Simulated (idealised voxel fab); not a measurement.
Proc. module: voxel ribs on slabs
It is cross-section cut that appears here, measuring 145 nm in width, its square cells being 5 nm in size.
For the purposes of this document, a cross-section shall be understood as a grid of square cells, specified as bands listed in top-to-bottom order, each band consisting of one or more rows of cells.
The entry gives the band's vertical extent as a top height and a bottom height in nm, then its horizontal make-up as materials from left to right, each with a width in nm. "blank" stands for empty space; a single material marked "full width" fills the band edge to edge.
Ref level 0: as-received wafer is one material below here. Bottom band extends down with no lower bound ("z 0 and below").
The two numbers in a width such as "30..40" mark its ends across the band: the first belongs to the top row of cells, the second to the bottom row, and from each row to the next the width moves by the same amount.
"no alteration" for a step: no cell of the cross-section changed in that step.
In the "Sealed void inventory" entry, you get each enclosed empty space of 8 cells or more, one with no open way to the top, written width x height at distance, distance from the left edge, in nm.
Where a step's line continues beyond its settings, the continuation is a remark by the simulator itself on that step.
What "overlay nm" on a step's line means: if the step has a mask, that mask lay this far to the right of its planned place, or, when the value is negative, to the left.
-- Process steps (planned)
1) op RECEIVE | material Si
2) op DIRECTIONAL_DEP | material SiO2 | thk nm 25
3) op DIRECTIONAL_DEP | material polySi | thk nm 15
4) op DIRECTIONAL_DEP | material aC | thk nm 10
5) op PATTERN | tone cover | mask id RIB | material resist | width nm 15 | thk nm 30 | overlay nm 0
6) op DIRECTIONAL_ETCH | etch materials aC | depth nm 10
7) op STRIP | etch materials resist
8) op DIRECTIONAL_ETCH | etch materials polySi | depth nm 10
9) op STRIP | etch materials aC
10) op MASKED_ETCH | tone cover | mask id SLAB | width nm 55 | etch materials polySi | depth nm 5 | overlay nm 0
11) op FILL_DEP | material SiO2 | thk nm 25
12) op CMP | height nm 55
13) op DIRECTIONAL_DEP | material TiN | thk nm 10
14) op PATTERN | tone cover | mask id HEATER | material resist | width nm 25 | thk nm 20 | overlay nm 0
15) op DIRECTIONAL_ETCH | etch materials TiN | depth nm 10
16) op STRIP | etch materials resist
17) op CONFORMAL_DEP | material SiO2 | thk nm 5
-- As-received wafer cross-section (after step 1)
    z 0 and below = Si full width
    Sealed void inventory: none
-- End-of-module cross-section of the first of two wafers, processed as planned
    z 70 to 65 = blank=55  SiO2=35  blank=55
    z 65 to 60 = blank=55  SiO2=5  TiN=25  SiO2=5  blank=55
    z 60 to 55 = SiO2=60  TiN=25  SiO2=60
    z 55 to 40 = SiO2 full width
    z 40 to 30 = SiO2=65  polySi=15  SiO2=65
    z 30 to 25 = SiO2=45  polySi=55  SiO2=45
    z 25 to 0 = SiO2 full width
    z 0 and below = Si full width
    Sealed void inventory: none
-- Now the second wafer, cross-sectioned at the end of the module. Nothing different at the start, nothing different in the plan compared with the first, just one mistake when it was actually run
    z 70 to 65 = blank=55  SiO2=35  blank=55
    z 65 to 60 = blank=55  SiO2=5  TiN=25  SiO2=5  blank=55
    z 60 to 55 = SiO2=60  TiN=25  SiO2=60
    z 55 to 40 = SiO2 full width
    z 40 to 30 = SiO2=65  polySi=20  SiO2=60
    z 30 to 25 = SiO2=45  polySi=55  SiO2=45
    z 25 to 0 = SiO2 full width
    z 0 and below = Si full width
    Sealed void inventory: none
What was done differently from what was planned? step 5 ran with different settings than intended, the actual operation and settings being op PATTERN | tone cover | mask id RIB | material resist | width nm 20 | thk nm 30 | overlay nm 0
Final cells, second wafer relative to first, materials higher or lower: -2 SiO2; +2 polySi
